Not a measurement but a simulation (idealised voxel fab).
The following process module bears the name voxel wiring stack.
Shown is cross-section cut, with a width of 220 nm and square cells of size 5 nm.
A cross-section in this document is a grid of square cells, and it is written down as bands, the top band listed before the ones below it; a band is made up of one or more rows of cells.
A band entry consists of two parts. The first gives the height of the band's top and the height of its bottom, in nm. The rest lists the band's materials from left to right, each with its width in nm. A single material labelled with the word "throughout" fills the band from edge to edge, and the word "blank" marks empty space.
Heights are measured from 0, the level below which the as-received wafer is all one material; the lowest band has no bottom and continues downward, written as in "0..down".
The expression "30 to 40" gives the width at the extremes of the band, the first number at its top row of cells and the second at its bottom row, with the width changing by equal amounts from each row to the next in between.
Any step labelled "no change occurred" changed none of the cells in the cross-section.
In "Catalogued sealed voids" the enclosed voids are listed, meaning empty spaces of 8 cells or larger without any opening to the top. The form is width x height at distance, distance from the left edge, units nm.
after a step's settings: what the simulator itself notes on the step
A step's line can hold "overlay nm"; with a mask on that step, the setting says how far right of the planned place the mask lay, while a negative setting says it lay to the left.

Planned step list for the process
1: RECEIVE [material Si]
2: CONFORMAL_DEP [material SiO2] [thk nm 15]
3: DIRECTIONAL_DEP [material TiN] [thk nm 5]
4: DIRECTIONAL_DEP [material W] [thk nm 15]
5: DIRECTIONAL_DEP [material aC] [thk nm 10]
6: PATTERN [tone cover] [mask id METAL_1] [material resist] [width nm 20] [pitch nm 50] [thk nm 25] [overlay nm 0]
7: DIRECTIONAL_ETCH [etch materials aC] [depth nm 10]
8: STRIP [etch materials resist]
9: DIRECTIONAL_ETCH [etch materials W] [depth nm 15]
10: DIRECTIONAL_ETCH [etch materials TiN] [depth nm 5]
11: STRIP [etch materials aC]
12: CONFORMAL_DEP [material SiN] [thk nm 5]
13: FILL_DEP [material SiO2] [thk nm 10]
14: CMP [height nm 35]
15: CONFORMAL_DEP [material SiCN] [thk nm 5]
16: DIRECTIONAL_DEP [material lowk] [thk nm 10]
17: DIRECTIONAL_DEP [material aC] [thk nm 15]
18: PATTERN [tone open] [mask id PLUG_1] [material resist] [width nm 15] [pitch nm 50] [thk nm 30] [overlay nm 0]
19: DIRECTIONAL_ETCH [etch materials aC] [depth nm 15]
20: STRIP [etch materials resist]
21: DIRECTIONAL_ETCH [etch materials lowk] [depth nm 10]
22: DIRECTIONAL_ETCH [etch materials SiCN] [depth nm 5]
23: STRIP [etch materials aC]
24: EPI [material Ru] [thk nm 10]
25: EPI [material Ru] [thk nm 5]
26: CONFORMAL_DEP [material SiCN] [thk nm 5]
27: DIRECTIONAL_DEP [material SiO2] [thk nm 25]
28: MASKED_ETCH [tone open] [mask id METAL_2] [width nm 20] [pitch nm 50] [etch materials SiO2] [depth nm 25] [overlay nm 0]
29: MASKED_ETCH [tone open] [mask id METAL_2] [width nm 20] [pitch nm 50] [etch materials SiCN] [depth nm 5] [overlay nm 0]
30: CONFORMAL_DEP [material TiN] [thk nm 5]
31: FILL_DEP [material W] [thk nm 10]
32: CMP [height nm 80]
33: CONFORMAL_DEP [material SiCN] [thk nm 5]
34: DIRECTIONAL_DEP [material SiO2] [thk nm 10]
35: DIRECTIONAL_DEP [material aC] [thk nm 15]
36: PATTERN [tone open] [mask id PLUG_2] [material resist] [width nm 15] [pitch nm 50] [thk nm 30] [overlay nm 0]
37: DIRECTIONAL_ETCH [etch materials aC] [depth nm 15]
38: STRIP [etch materials resist]
39: DIRECTIONAL_ETCH [etch materials SiO2] [depth nm 10]
40: DIRECTIONAL_ETCH [etch materials SiCN] [depth nm 5]
41: STRIP [etch materials aC]
42: EPI [material Ru] [thk nm 10]
43: EPI [material Ru] [thk nm 5]
44: DIRECTIONAL_DEP [material TiN] [thk nm 5]
45: DIRECTIONAL_DEP [material Ru] [thk nm 20]
46: MASKED_ETCH [tone cover] [mask id METAL_3] [width nm 20] [pitch nm 50] [etch materials Ru] [depth nm 20] [overlay nm 0]
47: MASKED_ETCH [tone cover] [mask id METAL_3] [width nm 20] [pitch nm 50] [etch materials TiN] [depth nm 5] [overlay nm 0]
48: CONFORMAL_DEP [material SiCN] [thk nm 5]
49: FILL_DEP [material SiO2] [thk nm 10]
50: CMP [height nm 120]
51: CONFORMAL_DEP [material SiN] [thk nm 5]

This is the cross-section of the wafer as we received it, i.e. after step 1
* 0..down = Si throughout
* Catalogued sealed voids: none

End-of-module cross-section of the first of two wafers, processed as planned
* 125..120 = SiN throughout
* 120..100 = 70 SiO2 / 5 SiCN / 20 Ru / 5 SiCN / 20 SiO2 / 5 SiCN / 20 Ru / 5 SiCN / 70 SiO2
* 100..95 = 75 SiCN / 20 TiN / 30 SiCN / 20 TiN / 75 SiCN
* 95..85 = 75 SiO2 / 15 Ru / 35 SiO2 / 15 Ru / 80 SiO2
* 85..80 = 75 SiCN / 15 Ru / 35 SiCN / 15 Ru / 80 SiCN
* 80..55 = 75 SiO2 / 5 TiN / 10 W / 5 TiN / 30 SiO2 / 5 TiN / 10 W / 5 TiN / 75 SiO2
* 55..50 = 75 SiCN / 20 TiN / 30 SiCN / 20 TiN / 75 SiCN
* 50..40 = 75 lowk / 15 Ru / 35 lowk / 15 Ru / 80 lowk
* 40..35 = 75 SiCN / 15 Ru / 35 SiCN / 15 Ru / 80 SiCN
* 35..20 = 70 SiO2 / 5 SiN / 20 W / 5 SiN / 20 SiO2 / 5 SiN / 20 W / 5 SiN / 70 SiO2
* 20..15 = 75 SiN / 20 TiN / 30 SiN / 20 TiN / 75 SiN
* 15..0 = SiO2 throughout
* 0..down = Si throughout
* Catalogued sealed voids: none

Cross-sectional view of the second of two wafers upon completion of the module. This wafer shared its starting condition and process plan with the first; one error was made during its execution
* 125..120 = SiN throughout
* 120..100 = 70 SiO2 / 5 SiCN / 20 Ru / 5 SiCN / 20 SiO2 / 5 SiCN / 20 Ru / 5 SiCN / 70 SiO2
* 100..95 = 75 SiCN / 20 TiN / 30 SiCN / 20 TiN / 75 SiCN
* 95..85 = 75 SiO2 / 15 Ru / 35 SiO2 / 15 Ru / 80 SiO2
* 85..80 = 75 SiCN / 15 Ru / 35 SiCN / 15 Ru / 80 SiCN
* 80..55 = 75 SiO2 / 5 TiN / 10 W / 5 TiN / 30 SiO2 / 5 TiN / 10 W / 5 TiN / 75 SiO2
* 55..50 = 75 SiCN / 20 TiN / 30 SiCN / 20 TiN / 75 SiCN
* 50..40 = 75 lowk / 15 Ru / 35 lowk / 15 Ru / 80 lowk
* 40..35 = 75 SiCN / 15 Ru / 35 SiCN / 15 Ru / 80 SiCN
* 35..25 = 70 SiO2 / 5 SiN / 20 W / 5 SiN / 20 SiO2 / 5 SiN / 20 W / 5 SiN / 70 SiO2
* 25..20 = 75 SiN / 20 W / 30 SiN / 20 W / 75 SiN
* 20..5 = SiO2 throughout
* 5..0 = TiN throughout
* 0..down = Si throughout
* Catalogued sealed voids: none
Misprocessing identified: steps 2 and 3 traded places in the executed sequence
Looking at both finished wafers in cells, the second ends up ahead of or behind the first on some materials: SiN: 4 fewer; SiO2: 32 fewer; TiN: 36 more
